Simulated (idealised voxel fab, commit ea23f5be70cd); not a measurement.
Name of the process module below: voxel fin reveal
FYI the section here is cut, 200 nm wide, cells are 5 nm squares.
Cross-section = grid of square cells, listed top down in bands; band = one or more rows. Each band's line starts with the height of the band's top and of its bottom, in nm. Then come its materials from left to right, each with its width in nm. One material with "all across" fills the band from edge to edge. "empty" is empty space. Ref level 0: as-received wafer is one material below here. Bottom band extends down with no lower bound ("0..down"). Graded width ("30..40"): value in top row of band = first number; value in bottom row = second number; row-to-row change constant. Where a step carries "no change", the cross-section came out of it unchanged, cell for cell. Empty spaces without an open route to the top, at least 8 cells in extent, make up the entry "Completely sealed voids"; each is given as width x height at distance, where the distance is measured from the left edge, and all are in nm. It should be noted that, on the line of a given step, the content following the step's settings is a remark produced by the simulator itself with respect to that step. You can add "overlay nm" to a step's line. For a step with a mask, it describes how far the mask lay to the right of its planned position, and a negative number describes a lay to the left.
PLANNED PROCESS STEPS
step 1: RECEIVE [material Si]
step 2: CONFORMAL_DEP [material SiN] [thk nm 10]
step 3: MASKED_ETCH [tone cover] [mask id FINS] [width nm 15] [pitch nm 35] [etch materials SiN] [depth nm 10] [overlay nm 0]
step 4: MASKED_ETCH [tone cover] [mask id FINS] [width nm 15] [pitch nm 35] [etch materials Si] [depth nm 35] [overlay nm 0]
step 5: OXIDIZE [depth nm 5]
step 6: FILL_DEP [material SiO2] [thk nm 10]
step 7: CMP [height nm 10]
step 8: SELECTIVE_ETCH [etch materials SiO2] [depth nm 35]
step 9: STRIP [etch materials SiN]
step 10: CONFORMAL_DEP [material HfO2] [thk nm 5]
STEP 1 COMPLETE: CROSS-SECTION OF THE WAFER AS RECEIVED
- 0..down  Si all across
- Completely sealed voids: none
CROSS-SECTION TAKEN AT MODULE COMPLETION ON THE FIRST OF TWO WAFERS; PROCESSED PER THE PLAN
- 5..0  40 nm empty / 15 nm HfO2 / 20 nm empty / 15 nm HfO2 / 20 nm empty / 15 nm HfO2 / 20 nm empty / 15 nm HfO2 / 40 nm empty
- 0..-20  40 nm empty / 5 nm HfO2 / 5 nm Si / 5 nm HfO2 / 20 nm empty / 5 nm HfO2 / 5 nm Si / 5 nm HfO2 / 20 nm empty / 5 nm HfO2 / 5 nm Si / 5 nm HfO2 / 20 nm empty / 5 nm HfO2 / 5 nm Si / 5 nm HfO2 / 40 nm empty
- -20..-25  45 nm HfO2 / 5 nm Si / 30 nm HfO2 / 5 nm Si / 30 nm HfO2 / 5 nm Si / 30 nm HfO2 / 5 nm Si / 45 nm HfO2
- -25..-40  45 nm SiO2 / 5 nm Si / 30 nm SiO2 / 5 nm Si / 30 nm SiO2 / 5 nm Si / 30 nm SiO2 / 5 nm Si / 45 nm SiO2
- -40..down  Si all across
- Completely sealed voids: none
WAFER TWO, END OF MODULE, CROSS-SECTION. SAME START, SAME PLAN AS WAFER ONE. ONE MISTAKE IN THE RUN
- 5..0  40 nm empty / 20 nm HfO2 / 15 nm empty / 20 nm HfO2 / 15 nm empty / 20 nm HfO2 / 15 nm empty / 20 nm HfO2 / 35 nm empty
- 0..-20  40 nm empty / 5 nm HfO2 / 10 nm Si / 5 nm HfO2 / 15 nm empty / 5 nm HfO2 / 10 nm Si / 5 nm HfO2 / 15 nm empty / 5 nm HfO2 / 10 nm Si / 5 nm HfO2 / 15 nm empty / 5 nm HfO2 / 10 nm Si / 5 nm HfO2 / 35 nm empty
- -20..-25  45 nm HfO2 / 10 nm Si / 25 nm HfO2 / 10 nm Si / 25 nm HfO2 / 10 nm Si / 25 nm HfO2 / 10 nm Si / 40 nm HfO2
- -25..-40  45 nm SiO2 / 10 nm Si / 25 nm SiO2 / 10 nm Si / 25 nm SiO2 / 10 nm Si / 25 nm SiO2 / 10 nm Si / 40 nm SiO2
- -40..down  Si all across
- Completely sealed voids: none
Which mistake was made when the wafer was run? so step 3 ended up running with a different setting than we planned, it ran as MASKED_ETCH [tone cover] [mask id FINS] [width nm 20] [pitch nm 35] [etch materials SiN] [depth nm 10] [overlay nm 0]
End of process, cell counts, second wafer against first, materials with more or fewer: Si: 32 more; SiO2: 12 fewer
